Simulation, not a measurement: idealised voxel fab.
This is a process module. Its name is voxel capacitor over wiring.
Xsec cut, 150 nm wide, square cell size 5 nm.
Format of a cross-section: grid, square cells. Given as bands. Order: top down. Band: one or more rows of cells. A band entry consists of two parts. The first gives the height of the band's top and the height of its bottom, in nm. The rest lists the band's materials from left to right, each with its width in nm. A single material labelled with the word "full width" fills the band from edge to edge, and the word "air" marks empty space. Height is counted from the level 0, under which the received wafer is composed throughout of one material. The lowest of the bands is not closed at the bottom but continues downward, in the notation "0 and below". Top row gets the first number, bottom row gets the second, and each row in between changes by the same step: that is how a band width like "30..40" works. The designation "all unchanged", where it is given for a processing step, indicates that no cell of the cross-section was altered in the course of that step. If an empty space has no open way to the top and is at least 8 cells in size, "Enclosed empty spaces" lists it, written width x height at distance, where distance is measured from the left edge and every value is in nm. Past the settings on a step's line: simulator remark, on that step. The setting "overlay nm" may be written on the line of a step. When the step uses a mask, the value reports how far to the right of the planned place the mask lay, and a negative value reports that it lay to the left.
-- The process steps that were planned are listed below
1 RECEIVE [material Si]
2 CONFORMAL_DEP [material SiO2] [thk nm 15]
3 CONFORMAL_DEP [material SiN] [thk nm 5]
4 DIRECTIONAL_DEP [material lowk] [thk nm 20]
5 PATTERN [tone open] [mask id METAL_1] [material resist] [width nm 25] [pitch nm 90] [thk nm 20] [overlay nm 0]
6 DIRECTIONAL_ETCH [etch materials lowk] [depth nm 20]
7 DIRECTIONAL_ETCH [etch materials SiN] [depth nm 5]
8 STRIP [etch materials resist]
9 CONFORMAL_DEP [material TiN] [thk nm 5]
10 FILL_DEP [material W] [thk nm 5]
11 CMP [height nm 40]
12 CONFORMAL_DEP [material SiCN] [thk nm 5]
13 DIRECTIONAL_DEP [material lowk] [thk nm 20]
14 DIRECTIONAL_DEP [material aC] [thk nm 15]
15 PATTERN [tone open] [mask id PLUG_1] [material resist] [width nm 15] [thk nm 35] [overlay nm 0]
16 DIRECTIONAL_ETCH [etch materials aC] [depth nm 15]
17 STRIP [etch materials resist]
18 DIRECTIONAL_ETCH [etch materials lowk] [depth nm 20]
19 DIRECTIONAL_ETCH [etch materials SiCN] [depth nm 5]
20 STRIP [etch materials aC]
21 EPI [material Ru] [thk nm 10]
22 EPI [material Ru] [thk nm 10]
23 EPI [material Ru] [thk nm 5]
24 DIRECTIONAL_DEP [material TiN] [thk nm 10]
25 DIRECTIONAL_DEP [material Al2O3] [thk nm 5]
26 DIRECTIONAL_DEP [material TiN] [thk nm 5]
27 PATTERN [tone cover] [mask id UPPER_PLATE] [material resist] [width nm 70] [thk nm 20] [overlay nm 0]
28 DIRECTIONAL_ETCH [etch materials TiN] [depth nm 5]
29 DIRECTIONAL_ETCH [etch materials Al2O3] [depth nm 5]
30 STRIP [etch materials resist]
31 DIRECTIONAL_DEP [material aC] [thk nm 10]
32 PATTERN [tone cover] [mask id LOWER_PLATE] [material resist] [width nm 80] [thk nm 25] [overlay nm 0]
33 DIRECTIONAL_ETCH [etch materials aC] [depth nm 10]
34 STRIP [etch materials resist]
35 DIRECTIONAL_ETCH [etch materials TiN] [depth nm 10]
36 STRIP [etch materials aC]
37 FILL_DEP [material SiO2] [thk nm 20]
38 CMP [height nm 100]
39 DIRECTIONAL_DEP [material aC] [thk nm 15]
40 PATTERN [tone open] [mask id PLUG_2] [material resist] [width nm 15] [thk nm 30] [overlay nm 0]
41 DIRECTIONAL_ETCH [etch materials aC] [depth nm 15]
42 STRIP [etch materials resist]
43 DIRECTIONAL_ETCH [etch materials SiO2] [depth nm 15]
44 STRIP [etch materials aC]
45 CONFORMAL_DEP [material TiN] [thk nm 5]
46 FILL_DEP [material Cu] [thk nm 10]
47 CMP [height nm 100]
48 CONFORMAL_DEP [material SiCN] [thk nm 5]
-- Below: the first of two wafers, run as planned
-- Shown in cross-section is the wafer as received, that is, as it stands after step 1
	0 and below: Si full width
	Enclosed empty spaces: none
-- Cross-section through the wafer, step 2 finished
	15 down to 0: SiO2 full width
	Beneath the level 0, the cross-section is identical to its previous state.
-- Cross-section through the wafer, step 3 finished
	20 down to 15: SiN full width
	Beneath the level 15, the cross-section is identical to its previous state.
-- Cross-section through the wafer, step 4 finished
	40 down to 20: lowk full width
	Beneath the level 20, the cross-section is identical to its previous state.
-- Cross-section through the wafer, step 5 finished
	60 down to 40: resist 15 nm  air 25 nm  resist 65 nm  air 25 nm  resist 20 nm
	Beneath the level 40, the cross-section is identical to its previous state.
-- Cross-section through the wafer, step 6 finished
	60 down to 40: resist 15 nm  air 25 nm  resist 65 nm  air 25 nm  resist 20 nm
	40 down to 20: lowk 15 nm  air 25 nm  lowk 65 nm  air 25 nm  lowk 20 nm
	Beneath the level 20, the cross-section is identical to its previous state.
-- Cross-section through the wafer, step 7 finished
	60 down to 40: resist 15 nm  air 25 nm  resist 65 nm  air 25 nm  resist 20 nm
	40 down to 20: lowk 15 nm  air 25 nm  lowk 65 nm  air 25 nm  lowk 20 nm
	20 down to 15: SiN 15 nm  air 25 nm  SiN 65 nm  air 25 nm  SiN 20 nm
	Beneath the level 15, the cross-section is identical to its previous state.
-- Cross-section through the wafer, step 8 finished
	40 down to 20: lowk 15 nm  air 25 nm  lowk 65 nm  air 25 nm  lowk 20 nm
	Beneath the level 20, the cross-section is identical to its previous state.
-- Cross-section through the wafer, step 9 finished
	45 down to 40: TiN 20 nm  air 15 nm  TiN 75 nm  air 15 nm  TiN 25 nm
	40 down to 20: lowk 15 nm  TiN 5 nm  air 15 nm  TiN 5 nm  lowk 65 nm  TiN 5 nm  air 15 nm  TiN 5 nm  lowk 20 nm
	20 down to 15: SiN 15 nm  TiN 25 nm  SiN 65 nm  TiN 25 nm  SiN 20 nm
	Beneath the level 15, the cross-section is identical to its previous state.
-- Cross-section through the wafer, step 10 finished
	50 down to 45: W full width
	45 down to 40: TiN 20 nm  W 15 nm  TiN 75 nm  W 15 nm  TiN 25 nm
	40 down to 20: lowk 15 nm  TiN 5 nm  W 15 nm  TiN 5 nm  lowk 65 nm  TiN 5 nm  W 15 nm  TiN 5 nm  lowk 20 nm
	Beneath the level 20, the cross-section is identical to its previous state.
-- Cross-section through the wafer, step 11 finished
	40 down to 20: lowk 15 nm  TiN 5 nm  W 15 nm  TiN 5 nm  lowk 65 nm  TiN 5 nm  W 15 nm  TiN 5 nm  lowk 20 nm
	Beneath the level 20, the cross-section is identical to its previous state.
-- Cross-section through the wafer, step 12 finished
	45 down to 40: SiCN full width
	Beneath the level 40, the cross-section is identical to its previous state.
-- Cross-section through the wafer, step 13 finished
	65 down to 45: lowk full width
	Beneath the level 45, the cross-section is identical to its previous state.
-- Cross-section through the wafer, step 14 finished
	80 down to 65: aC full width
	Beneath the level 65, the cross-section is identical to its previous state.
-- Cross-section through the wafer, step 15 finished
	115 down to 80: resist 25 nm  air 15 nm  resist 110 nm
	Beneath the level 80, the cross-section is identical to its previous state.
-- Cross-section through the wafer, step 16 finished
	100 down to 80: resist 25 nm  air 15 nm  resist 110 nm
	80 down to 65: aC 25 nm  air 15 nm  aC 110 nm
	Beneath the level 65, the cross-section is identical to its previous state.
-- Cross-section through the wafer, step 17 finished
	80 down to 65: aC 25 nm  air 15 nm  aC 110 nm
	Beneath the level 65, the cross-section is identical to its previous state.
-- Cross-section through the wafer, step 18 finished
	80 down to 65: aC 25 nm  air 15 nm  aC 110 nm
	65 down to 45: lowk 25 nm  air 15 nm  lowk 110 nm
	Beneath the level 45, the cross-section is identical to its previous state.
-- Cross-section through the wafer, step 19 finished
	80 down to 65: aC 25 nm  air 15 nm  aC 110 nm
	65 down to 45: lowk 25 nm  air 15 nm  lowk 110 nm
	45 down to 40: SiCN 25 nm  air 15 nm  SiCN 110 nm
	Beneath the level 40, the cross-section is identical to its previous state.
-- Cross-section through the wafer, step 20 finished
	65 down to 45: lowk 25 nm  air 15 nm  lowk 110 nm
	Beneath the level 45, the cross-section is identical to its previous state.
-- Cross-section through the wafer, step 21 finished
	65 down to 50: lowk 25 nm  air 15 nm  lowk 110 nm
	50 down to 45: lowk 25 nm  Ru 15 nm  lowk 110 nm
	45 down to 40: SiCN 25 nm  Ru 15 nm  SiCN 110 nm
	Beneath the level 40, the cross-section is identical to its previous state.
-- Cross-section through the wafer, step 22 finished
	65 down to 60: lowk 25 nm  air 15 nm  lowk 110 nm
	60 down to 45: lowk 25 nm  Ru 15 nm  lowk 110 nm
	Beneath the level 45, the cross-section is identical to its previous state.
-- Cross-section through the wafer, step 23 finished
	65 down to 45: lowk 25 nm  Ru 15 nm  lowk 110 nm
	Beneath the level 45, the cross-section is identical to its previous state.
-- Cross-section through the wafer, step 24 finished
	75 down to 65: TiN full width
	Beneath the level 65, the cross-section is identical to its previous state.
-- Cross-section through the wafer, step 25 finished
	80 down to 75: Al2O3 full width
	Beneath the level 75, the cross-section is identical to its previous state.
-- Cross-section through the wafer, step 26 finished
	85 down to 80: TiN full width
	Beneath the level 80, the cross-section is identical to its previous state.
-- Cross-section through the wafer, step 27 finished
	105 down to 85: air 25 nm  resist 70 nm  air 55 nm
	Beneath the level 85, the cross-section is identical to its previous state.
-- Cross-section through the wafer, step 28 finished
	105 down to 85: air 25 nm  resist 70 nm  air 55 nm
	85 down to 80: air 25 nm  TiN 70 nm  air 55 nm
	Beneath the level 80, the cross-section is identical to its previous state.
-- Cross-section through the wafer, step 29 finished
	105 down to 85: air 25 nm  resist 70 nm  air 55 nm
	85 down to 80: air 25 nm  TiN 70 nm  air 55 nm
	80 down to 75: air 25 nm  Al2O3 70 nm  air 55 nm
	Beneath the level 75, the cross-section is identical to its previous state.
-- Cross-section through the wafer, step 30 finished
	85 down to 80: air 25 nm  TiN 70 nm  air 55 nm
	Beneath the level 80, the cross-section is identical to its previous state.
-- Cross-section through the wafer, step 31 finished
	95 down to 85: air 25 nm  aC 70 nm  air 55 nm
	85 down to 80: aC 25 nm  TiN 70 nm  aC 55 nm
	80 down to 75: aC 25 nm  Al2O3 70 nm  aC 55 nm
	Beneath the level 75, the cross-section is identical to its previous state.
-- Cross-section through the wafer, step 32 finished
	120 down to 95: air 20 nm  resist 80 nm  air 50 nm
	95 down to 85: air 20 nm  resist 5 nm  aC 70 nm  resist 5 nm  air 50 nm
	Beneath the level 85, the cross-section is identical to its previous state.
-- Cross-section through the wafer, step 33 finished
	110 down to 95: air 20 nm  resist 80 nm  air 50 nm
	95 down to 85: air 20 nm  resist 5 nm  aC 70 nm  resist 5 nm  air 50 nm
	85 down to 80: air 20 nm  aC 5 nm  TiN 70 nm  aC 5 nm  air 50 nm
	80 down to 75: air 20 nm  aC 5 nm  Al2O3 70 nm  aC 5 nm  air 50 nm
	Beneath the level 75, the cross-section is identical to its previous state.
-- Cross-section through the wafer, step 34 finished
	95 down to 85: air 25 nm  aC 70 nm  air 55 nm
	Beneath the level 85, the cross-section is identical to its previous state.
-- Cross-section through the wafer, step 35 finished
	95 down to 85: air 25 nm  aC 70 nm  air 55 nm
	85 down to 80: air 20 nm  aC 5 nm  TiN 70 nm  aC 5 nm  air 50 nm
	80 down to 75: air 20 nm  aC 5 nm  Al2O3 70 nm  aC 5 nm  air 50 nm
	75 down to 65: air 20 nm  TiN 80 nm  air 50 nm
	Beneath the level 65, the cross-section is identical to its previous state.
-- Cross-section through the wafer, step 36 finished
	85 down to 80: air 25 nm  TiN 70 nm  air 55 nm
	80 down to 75: air 25 nm  Al2O3 70 nm  air 55 nm
	Beneath the level 75, the cross-section is identical to its previous state.
-- Cross-section through the wafer, step 37 finished
	105 down to 85: SiO2 full width
	85 down to 80: SiO2 25 nm  TiN 70 nm  SiO2 55 nm
	80 down to 75: SiO2 25 nm  Al2O3 70 nm  SiO2 55 nm
	75 down to 65: SiO2 20 nm  TiN 80 nm  SiO2 50 nm
	Beneath the level 65, the cross-section is identical to its previous state.
-- Cross-section through the wafer, step 38 finished
	100 down to 85: SiO2 full width
	Beneath the level 85, the cross-section is identical to its previous state.
-- Cross-section through the wafer, step 39 finished
	115 down to 100: aC full width
	Beneath the level 100, the cross-section is identical to its previous state.
-- Cross-section through the wafer, step 40 finished
	145 down to 115: resist 35 nm  air 15 nm  resist 100 nm
	Beneath the level 115, the cross-section is identical to its previous state.
-- Cross-section through the wafer, step 41 finished
	130 down to 115: resist 35 nm  air 15 nm  resist 100 nm
	115 down to 100: aC 35 nm  air 15 nm  aC 100 nm
	Beneath the level 100, the cross-section is identical to its previous state.
-- Cross-section through the wafer, step 42 finished
	115 down to 100: aC 35 nm  air 15 nm  aC 100 nm
	Beneath the level 100, the cross-section is identical to its previous state.
-- Cross-section through the wafer, step 43 finished
	115 down to 100: aC 35 nm  air 15 nm  aC 100 nm
	100 down to 85: SiO2 35 nm  air 15 nm  SiO2 100 nm
	Beneath the level 85, the cross-section is identical to its previous state.
-- Cross-section through the wafer, step 44 finished
	100 down to 85: SiO2 35 nm  air 15 nm  SiO2 100 nm
	Beneath the level 85, the cross-section is identical to its previous state.
-- Cross-section through the wafer, step 45 finished
	105 down to 100: TiN 40 nm  air 5 nm  TiN 105 nm
	100 down to 90: SiO2 35 nm  TiN 5 nm  air 5 nm  TiN 5 nm  SiO2 100 nm
	90 down to 80: SiO2 35..25 nm  TiN 15..70 nm  SiO2 100..55 nm
	Beneath the level 80, the cross-section is identical to its previous state.
-- Cross-section through the wafer, step 46 finished
	115 down to 105: Cu full width
	105 down to 100: TiN 40 nm  Cu 5 nm  TiN 105 nm
	100 down to 90: SiO2 35 nm  TiN 5 nm  Cu 5 nm  TiN 5 nm  SiO2 100 nm
	Beneath the level 90, the cross-section is identical to its previous state.
-- Cross-section through the wafer, step 47 finished
	100 down to 90: SiO2 35 nm  TiN 5 nm  Cu 5 nm  TiN 5 nm  SiO2 100 nm
	Beneath the level 90, the cross-section is identical to its previous state.
-- Cross-section through the wafer, step 48 finished
	105 down to 100: SiCN full width
	Beneath the level 100, the cross-section is identical to its previous state.
-- Second wafer - shared start and plan with the first - one error in running - same as the first up to step 39 inclusive
-- Cross-section of the second wafer when, according to plan, step 40 should have finished
	145 down to 115: resist 30 nm  air 15 nm  resist 105 nm
	Beneath the level 115, the cross-section is identical to its previous state.
-- Cross-section of the second wafer when, according to plan, step 41 should have finished
	130 down to 115: resist 30 nm  air 15 nm  resist 105 nm
	115 down to 100: aC 30 nm  air 15 nm  aC 105 nm
	Beneath the level 100, the cross-section is identical to its previous state.
-- Cross-section of the second wafer when, according to plan, step 42 should have finished
	115 down to 100: aC 30 nm  air 15 nm  aC 105 nm
	Beneath the level 100, the cross-section is identical to its previous state.
-- Cross-section of the second wafer when, according to plan, step 43 should have finished
	115 down to 100: aC 30 nm  air 15 nm  aC 105 nm
	100 down to 85: SiO2 30 nm  air 15 nm  SiO2 105 nm
	Beneath the level 85, the cross-section is identical to its previous state.
-- Cross-section of the second wafer when, according to plan, step 44 should have finished
	100 down to 85: SiO2 30 nm  air 15 nm  SiO2 105 nm
	Beneath the level 85, the cross-section is identical to its previous state.
-- Cross-section of the second wafer when, according to plan, step 45 should have finished
	105 down to 100: TiN 35 nm  air 5 nm  TiN 110 nm
	100 down to 90: SiO2 30 nm  TiN 5 nm  air 5 nm  TiN 5 nm  SiO2 105 nm
	90 down to 80: SiO2 30..25 nm  TiN 15..70 nm  SiO2 105..55 nm
	Beneath the level 80, the cross-section is identical to its previous state.
-- Cross-section of the second wafer when, according to plan, step 46 should have finished
	115 down to 105: Cu full width
	105 down to 100: TiN 35 nm  Cu 5 nm  TiN 110 nm
	100 down to 90: SiO2 30 nm  TiN 5 nm  Cu 5 nm  TiN 5 nm  SiO2 105 nm
	Beneath the level 90, the cross-section is identical to its previous state.
-- Cross-section of the second wafer when, according to plan, step 47 should have finished
	100 down to 90: SiO2 30 nm  TiN 5 nm  Cu 5 nm  TiN 5 nm  SiO2 105 nm
	Beneath the level 90, the cross-section is identical to its previous state.
-- Cross-section of the second wafer when, according to plan, step 48 should have finished
	105 down to 100: SiCN full width
	Beneath the level 100, the cross-section is identical to its previous state.
It is concluded that the wafer was processed incorrectly with respect to the plan, in that step 40, actual vs plan mismatch, actual run PATTERN [tone open] [mask id PLUG_2] [material resist] [width nm 15] [thk nm 30] [overlay nm -5]
At the close, every material occupies the same number of cells on the second wafer as on the first, only in different positions.
